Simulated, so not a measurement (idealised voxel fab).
The process module presented herein is designated voxel local oxidation.
The cross-section shown here is cut; it is 170 nm wide and divided into square cells measuring 5 nm on a side.
For the purposes of this document, a cross-section shall be understood as a grid of square cells, specified as bands listed in top-to-bottom order, each band consisting of one or more rows of cells. It is stipulated that each band's entry specify, in nanometres, the height of the top of the band and then that of its bottom, followed by the materials of the band in left-to-right sequence, each together with its width in nanometres. A single material marked by the word "full width" is understood to fill the band from edge to edge; the word "empty" is understood to denote empty space. Note: height 0 marks the level under which the wafer is uniformly one material as received. Lowest band unbounded below, written "0 -> down". Per-row width for "30->40": begins at first number (top row of band), ends at second number (bottom row), increment between rows held constant. When a step is marked "stayed the same", none of the cells in the cross-section changed during that step. In "Closed-off voids" the enclosed voids are listed, meaning empty spaces of 8 cells or larger without any opening to the top. The form is width x height at distance, distance from the left edge, units nm. Where a step's line continues beyond its settings, the continuation is a remark by the simulator itself on that step. You can add "overlay nm" to a step's line. For a step with a mask, it describes how far the mask lay to the right of its planned position, and a negative number describes a lay to the left.
### The planned process steps are enumerated hereunder
| 1 | RECEIVE, material Si |
| 2 | CONFORMAL_DEP, material SiO2, thk nm 5 |
| 3 | CONFORMAL_DEP, material SiN, thk nm 15 |
| 4 | DIRECTIONAL_DEP, material aC, thk nm 15 |
| 5 | PATTERN, tone cover, mask id ACTIVE, material resist, width nm 100, thk nm 30, overlay nm 0 |
| 6 | DIRECTIONAL_ETCH, etch materials aC, depth nm 15 |
| 7 | STRIP, etch materials resist |
| 8 | DIRECTIONAL_ETCH, etch materials SiN, depth nm 15 |
| 9 | STRIP, etch materials aC |
| 10 | SELECTIVE_ETCH, etch materials SiO2, depth nm 5 |
| 11 | OXIDIZE, depth nm 10 |
| 12 | STRIP, etch materials SiN |
### Here's what the wafer looked like in cross-section when it arrived - that's after step 1
- 0 -> down | Si full width
- Closed-off voids: none
### First of two wafers at the end of the module, shown in cross-section; run carried out as planned
- 5 -> 0 | empty (40)  SiO2 (90)  empty (40)
- 0 -> -10 | SiO2 (50)  Si (70)  SiO2 (50)
- -10 -> down | Si full width
- Closed-off voids: none
### Cross-sectional view: second of two wafers, end of module; start and plan identical to the first, one mistake in running
- 5 -> 0 | empty (50)  SiO2 (90)  empty (30)
- 0 -> -10 | SiO2 (60)  Si (70)  SiO2 (40)
- -10 -> down | Si full width
- Closed-off voids: none
What was done differently from what was planned? step 5 did not happen as planned, as run it was PATTERN, tone cover, mask id ACTIVE, material resist, width nm 100, thk nm 30, overlay nm 10
at the end the second wafer has, in cells: as many of each material as the first, in other places
